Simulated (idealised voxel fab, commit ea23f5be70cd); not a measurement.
process module | voxel transistor to metal
cross-section cut | 210 nm wide | cells 5 nm
A cross-section is a grid of square cells, given in bands from the top down. A band is one or more rows of cells.
Each band's line starts with the height of the band's top and of its bottom, in nm. Then come its materials from left to right, each with its width in nm. One material with "throughout" fills the band from edge to edge. "air" is empty space.
Height 0 is the level under which the wafer as received is all one material. The lowest band goes on downwards, as in "0 down".
A width such as "30 to 40" changes by the same amount from each row of cells to the next, from the band's top row to its bottom row.
"no change" after a step means that no cell of the cross-section changed.
closed voids: empty space of 8 cells or more with no open way to the top, each as width x height at its distance from the left edge, in nm
after a step's settings: what the simulator itself notes on the step
overlay nm, on a step with a mask: how far to the right of its planned place the mask lay; to the left if negative
plan
1 op RECEIVE | material Si
2 op CONFORMAL_DEP | material SiO2 | thk nm 5
3 op CONFORMAL_DEP | material SiN | thk nm 15
4 op DIRECTIONAL_DEP | material aC | thk nm 10
5 op PATTERN | tone cover | mask id ACTIVE | material resist | width nm 105 | thk nm 30 | overlay nm 0
6 op DIRECTIONAL_ETCH | etch materials aC | depth nm 10
7 op STRIP | etch materials resist
8 op DIRECTIONAL_ETCH | etch materials SiN | depth nm 15
9 op DIRECTIONAL_ETCH | etch materials SiO2 | depth nm 5
10 op DIRECTIONAL_ETCH | etch materials Si | depth nm 25
11 op STRIP | etch materials aC
12 op OXIDIZE | depth nm 5
13 op FILL_DEP | material SiO2 | thk nm 5
14 op CMP | height nm 20
15 op SELECTIVE_ETCH | etch materials SiO2 | depth nm 10
16 op STRIP | etch materials SiN
17 op SELECTIVE_ETCH | etch materials SiO2 | depth nm 5
18 op OXIDIZE | depth nm 5
19 op DIRECTIONAL_DEP | material polySi | thk nm 30
20 op DIRECTIONAL_DEP | material SiCN | thk nm 15
21 op MASKED_ETCH | tone cover | mask id GATE | width nm 25 | etch materials SiCN | depth nm 25 | overlay nm 0
22 op MASKED_ETCH | tone cover | mask id GATE | width nm 25 | etch materials polySi | depth nm 40 | overlay nm 0
23 op CONFORMAL_DEP | material SiO2 | thk nm 5
24 op DIRECTIONAL_ETCH | etch materials SiO2 | depth nm 5
25 op CONFORMAL_DEP | material SiN | thk nm 5
26 op DIRECTIONAL_ETCH | etch materials SiN | depth nm 5
27 op DIRECTIONAL_ETCH | etch materials SiO2 | depth nm 5
28 op DIRECTIONAL_ETCH | etch materials Si | depth nm 5
29 op EPI | material SiGe | thk nm 5
30 op FILL_DEP | material SiO2 | thk nm 5
31 op CMP | height nm 30
32 op STRIP | etch materials polySi
33 op SELECTIVE_ETCH | etch materials SiO2 | depth nm 5
34 op CONFORMAL_DEP | material HfO2 | thk nm 5
35 op CONFORMAL_DEP | material TiN | thk nm 5
36 op FILL_DEP | material W | thk nm 10
37 op CMP | height nm 25
38 op DIRECTIONAL_DEP | material SiO2 | thk nm 15
39 op DIRECTIONAL_DEP | material aC | thk nm 5
40 op PATTERN | tone open | mask id CONTACT | material resist | width nm 20 | pitch nm 75 | thk nm 30 | overlay nm 0
41 op DIRECTIONAL_ETCH | etch materials aC | depth nm 15
42 op STRIP | etch materials resist
43 op DIRECTIONAL_ETCH | etch materials SiO2 | depth nm 45
44 op STRIP | etch materials aC
45 op CONFORMAL_DEP | material TiN | thk nm 5
46 op FILL_DEP | material W | thk nm 5
47 op CMP | height nm 40
48 op CONFORMAL_DEP | material SiN | thk nm 5
49 op DIRECTIONAL_DEP | material SiO2 | thk nm 15
50 op MASKED_ETCH | tone open | mask id METAL_1 | width nm 20 | pitch nm 75 | etch materials SiO2 | depth nm 15 | overlay nm 0
51 op MASKED_ETCH | tone open | mask id METAL_1 | width nm 20 | pitch nm 75 | etch materials SiN | depth nm 5 | overlay nm 0
52 op CONFORMAL_DEP | material TiN | thk nm 5
53 op FILL_DEP | material Cu | thk nm 5
54 op CMP | height nm 60
55 op EPI | material Ru | thk nm 5
56 op FILL_DEP | material SiCN | thk nm 5
varied across the wafers: thk nm of step 39. The plan shows the first wafer's value. All wafers start alike
first wafer as received, after step 1
  0 down: Si throughout
  closed voids: none
each wafer at the end: cells of each material gained (+) or lost (-) since it was received, then its closed voids
thk nm 5 | +12 Cu | +17 HfO2 | +12 Ru | -167 Si | +72 SiCN | +12 SiGe | +46 SiN | +467 SiO2 | +73 TiN | +44 W | closed voids: none
thk nm 10 | +12 Cu | +17 HfO2 | +12 Ru | -167 Si | +72 SiCN | +12 SiGe | +46 SiN | +467 SiO2 | +73 TiN | +44 W | closed voids: none
thk nm 15 | +12 Cu | +17 HfO2 | +12 Ru | -167 Si | +72 SiCN | +12 SiGe | +46 SiN | +467 SiO2 | +73 TiN | +44 W | closed voids: none
thk nm 20 | +12 Cu | +17 HfO2 | +12 Ru | -167 Si | +72 SiCN | +12 SiGe | +46 SiN | +539 SiO2 | +33 TiN | +12 W | closed voids: none
thk nm 25 | +12 Cu | +17 HfO2 | +12 Ru | -167 Si | +72 SiCN | +12 SiGe | +46 SiN | +539 SiO2 | +33 TiN | +12 W | closed voids: none
thk nm 30 | +12 Cu | +17 HfO2 | +12 Ru | -167 Si | +72 SiCN | +12 SiGe | +46 SiN | +539 SiO2 | +33 TiN | +12 W | closed voids: none
